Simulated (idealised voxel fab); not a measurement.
The following is a process module called voxel ribs on slabs.
In the cross-section labelled cut, the width is 165 nm and each square cell is 5 nm.
This document writes a cross-section as a grid whose cells are square, and gives it as bands, listed from the top down; one or more rows of cells form a band.
Band: top and bottom heights (nm) first, top before bottom; then materials from left to right, widths in nm. "full width" marks a sole material filling the band edge to edge. "blank" denotes empty space.
Heights are expressed relative to 0, this being the level below which the as-received wafer comprises one material exclusively. The lowest band is unbounded in the downward direction and is denoted as in "top 0, no bottom".
Width: "30->40" (first number = top row, second number = bottom row, same change from row to row of cells).
Where a step carries "identical to before", the cross-section came out of it unchanged, cell for cell.
So "Enclosed empty spaces" is basically the list of trapped voids: any empty space of 8 cells or more that can't reach the top through an opening. They're written width x height at distance, the distance being from the left edge, and it's all nm.
Read whatever lies past the settings on a step's line as the simulator's own remark about the step.
The setting "overlay nm" may be written on the line of a step. When the step uses a mask, the value reports how far to the right of the planned place the mask lay, and a negative value reports that it lay to the left.
### The process steps that were planned are listed below
1 RECEIVE with material Si
2 DIRECTIONAL_DEP with material SiO2, thk nm 20
3 DIRECTIONAL_DEP with material SiN, thk nm 20
4 PATTERN with tone cover, mask id RIB, material resist, width nm 30, thk nm 15, overlay nm 0
5 DIRECTIONAL_ETCH with etch materials SiN, depth nm 5
6 STRIP with etch materials resist
7 PATTERN with tone cover, mask id SLAB, material resist, width nm 70, thk nm 20, overlay nm 0
8 DIRECTIONAL_ETCH with etch materials SiN, depth nm 15
9 STRIP with etch materials resist
10 FILL_DEP with material SiO2, thk nm 25
11 CMP with height nm 60
12 DIRECTIONAL_DEP with material W, thk nm 5
13 PATTERN with tone cover, mask id HEATER, material resist, width nm 40, thk nm 15, overlay nm 0
14 DIRECTIONAL_ETCH with etch materials W, depth nm 5
15 STRIP with etch materials resist
16 CONFORMAL_DEP with material SiN, thk nm 5
### Incoming wafer, cross-sectional view, post step 1
    top 0, no bottom = Si full width
    Enclosed empty spaces: none
### Here's the cross-section of the first of our two wafers at the end of the module - it ran as planned
    top 70, bottom 65 = 55 blank / 50 SiN / 60 blank
    top 65, bottom 60 = 60 SiN / 40 W / 65 SiN
    top 60, bottom 40 = SiO2 full width
    top 40, bottom 35 = 65 SiO2 / 30 SiN / 70 SiO2
    top 35, bottom 20 = 45 SiO2 / 70 SiN / 50 SiO2
    top 20, bottom 0 = SiO2 full width
    top 0, no bottom = Si full width
    Enclosed empty spaces: none
### Now the second wafer, cross-sectioned at the end of the module. Nothing different at the start, nothing different in the plan compared with the first, just one mistake when it was actually run
    top 70, bottom 65 = 60 blank / 50 SiN / 55 blank
    top 65, bottom 60 = 65 SiN / 40 W / 60 SiN
    top 60, bottom 40 = SiO2 full width
    top 40, bottom 35 = 65 SiO2 / 30 SiN / 70 SiO2
    top 35, bottom 20 = 45 SiO2 / 70 SiN / 50 SiO2
    top 20, bottom 0 = SiO2 full width
    top 0, no bottom = Si full width
    Enclosed empty spaces: none
In executing the process, a mistake was made relative to the plan: step 13 did not happen as planned, as run it was PATTERN with tone cover, mask id HEATER, material resist, width nm 40, thk nm 15, overlay nm 5
Upon completion, the cell count for each material on the second wafer equals that on the first, whereas the spatial distribution of those cells differs.
